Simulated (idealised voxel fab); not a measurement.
A process module follows: voxel capacitor over wiring.
Each square cell in cross-section cut measures 5 nm, and the section as a whole is 220 nm wide.
In this document a cross-section is written as a grid of square cells. It is given as a series of bands, listed from the top down, and a band is one or more rows of cells.
Band entry format. Leading values: height of top, height of bottom, nm. Remainder: materials in left-to-right order, each with its width in nm. Special words: "throughout" on a single material, which then fills the band edge to edge; "empty", empty space.
Below 0: as-received wafer, all one material; heights counted from there. Lowest band: no bottom, goes on down, written "0 nm and below".
The width entry "30..40" should be interpreted row by row: the top row of cells in the band takes the first number, the bottom row takes the second number, and the change between adjacent rows is uniform throughout.
When a step is marked "same as before", none of the cells in the cross-section changed during that step.
Closed-off voids of 8+ cells (no open route to the top) go in "Enclosed void catalog", written width x height at distance from the left edge, in nm.
It should be noted that, on the line of a given step, the content following the step's settings is a remark produced by the simulator itself with respect to that step.
"overlay nm" answers the question of how far to the right of plan the mask lay on a step that has a mask, and when it is negative the answer is to the left.
Steps in the process plan
1. RECEIVE: material Si
2. CONFORMAL_DEP: material SiO2, thk nm 10
3. CONFORMAL_DEP: material SiN, thk nm 5
4. DIRECTIONAL_DEP: material SiO2, thk nm 15
5. PATTERN: tone open, mask id METAL_1, material resist, width nm 20, pitch nm 90, thk nm 20, overlay nm 0
6. DIRECTIONAL_ETCH: etch materials SiO2, depth nm 15
7. DIRECTIONAL_ETCH: etch materials SiN, depth nm 5
8. STRIP: etch materials resist
9. CONFORMAL_DEP: material TiN, thk nm 5
10. FILL_DEP: material Ru, thk nm 5
11. CMP: height nm 30
12. EPI: material Ru, thk nm 5
13. FILL_DEP: material SiCN, thk nm 5
14. DIRECTIONAL_DEP: material lowk, thk nm 20
15. MASKED_ETCH: tone open, mask id PLUG_1, width nm 15, etch materials lowk, depth nm 20, overlay nm 0
16. MASKED_ETCH: tone open, mask id PLUG_1, width nm 15, etch materials SiCN, depth nm 5, overlay nm 0
17. CONFORMAL_DEP: material TiN, thk nm 5
18. FILL_DEP: material Cu, thk nm 10
19. CMP: height nm 60
20. DIRECTIONAL_DEP: material TiN, thk nm 10
21. DIRECTIONAL_DEP: material SiN, thk nm 5
22. DIRECTIONAL_DEP: material TiN, thk nm 5
23. PATTERN: tone cover, mask id UPPER_PLATE, material resist, width nm 75, thk nm 15, overlay nm 0
24. DIRECTIONAL_ETCH: etch materials TiN, depth nm 5
25. DIRECTIONAL_ETCH: etch materials SiN, depth nm 5
26. STRIP: etch materials resist
27. DIRECTIONAL_DEP: material aC, thk nm 10
28. PATTERN: tone cover, mask id LOWER_PLATE, material resist, width nm 85, thk nm 25, overlay nm 0
29. DIRECTIONAL_ETCH: etch materials aC, depth nm 10
30. STRIP: etch materials resist
31. DIRECTIONAL_ETCH: etch materials TiN, depth nm 10
32. STRIP: etch materials aC
33. FILL_DEP: material SiO2, thk nm 20
34. CMP: height nm 95
35. PATTERN: tone open, mask id PLUG_2, material resist, width nm 15, thk nm 15, overlay nm 0
36. DIRECTIONAL_ETCH: etch materials SiO2, depth nm 15
37. STRIP: etch materials resist
38. CONFORMAL_DEP: material TiN, thk nm 5
39. FILL_DEP: material Cu, thk nm 10
40. CMP: height nm 95
41. CONFORMAL_DEP: material SiN, thk nm 5
As-received state of the wafer in cross-section, equivalent to post-step 1
> 0 nm and below = Si throughout
> Enclosed void catalog: none
Cross-sectional view of the first of the two wafers upon completion of the module, processed in accordance with the plan
> 100 nm to 95 nm = SiN throughout
> 95 nm to 85 nm = SiO2 70 / TiN 5 / Cu 5 / TiN 5 / SiO2 135
> 85 nm to 75 nm = SiO2 70..60 / TiN 15..75 / SiO2 135..85
> 75 nm to 70 nm = SiO2 60 / SiN 75 / SiO2 85
> 70 nm to 60 nm = SiO2 55 / TiN 85 / SiO2 80
> 60 nm to 40 nm = lowk 60 / TiN 5 / Cu 5 / TiN 5 / lowk 145
> 40 nm to 35 nm = SiCN 60 / TiN 15 / SiCN 145
> 35 nm to 30 nm = SiCN 50 / Ru 30 / SiCN 60 / Ru 30 / SiCN 50
> 30 nm to 15 nm = SiO2 55 / TiN 5 / Ru 10 / TiN 5 / SiO2 70 / TiN 5 / Ru 10 / TiN 5 / SiO2 55
> 15 nm to 10 nm = SiN 55 / TiN 20 / SiN 70 / TiN 20 / SiN 55
> 10 nm to 0 nm = SiO2 throughout
> 0 nm and below = Si throughout
> Enclosed void catalog: none
Cross-sectional view of the second of two wafers upon completion of the module. This wafer shared its starting condition and process plan with the first; one error was made during its execution
> 100 nm to 95 nm = SiN throughout
> 95 nm to 85 nm = SiO2 70 / TiN 5 / Cu 5 / TiN 5 / SiO2 135
> 85 nm to 75 nm = SiO2 70..60 / TiN 15..75 / SiO2 135..85
> 75 nm to 70 nm = SiO2 60 / SiN 75 / SiO2 85
> 70 nm to 60 nm = SiO2 55 / TiN 85 / SiO2 80
> 60 nm to 40 nm = lowk 60 / TiN 5 / Cu 5 / TiN 5 / lowk 145
> 40 nm to 35 nm = SiCN 60 / TiN 15 / SiCN 145
> 35 nm to 30 nm = SiCN 50 / Ru 30 / SiCN 60 / Ru 30 / SiCN 50
> 30 nm to 25 nm = SiN 55 / TiN 20 / SiN 70 / TiN 20 / SiN 55
> 25 nm to 10 nm = SiN throughout
> 10 nm to 0 nm = SiO2 throughout
> 0 nm and below = Si throughout
> Enclosed void catalog: none
Want to know what went wrong? step 4 was processed under conditions differing from the plan, specifically as DIRECTIONAL_DEP: material SiN, thk nm 15
Final wafer comparison in cells, second versus first, more or fewer per material: Ru: 12 fewer; SiN: 132 more; SiO2: 108 fewer; TiN: 12 fewer
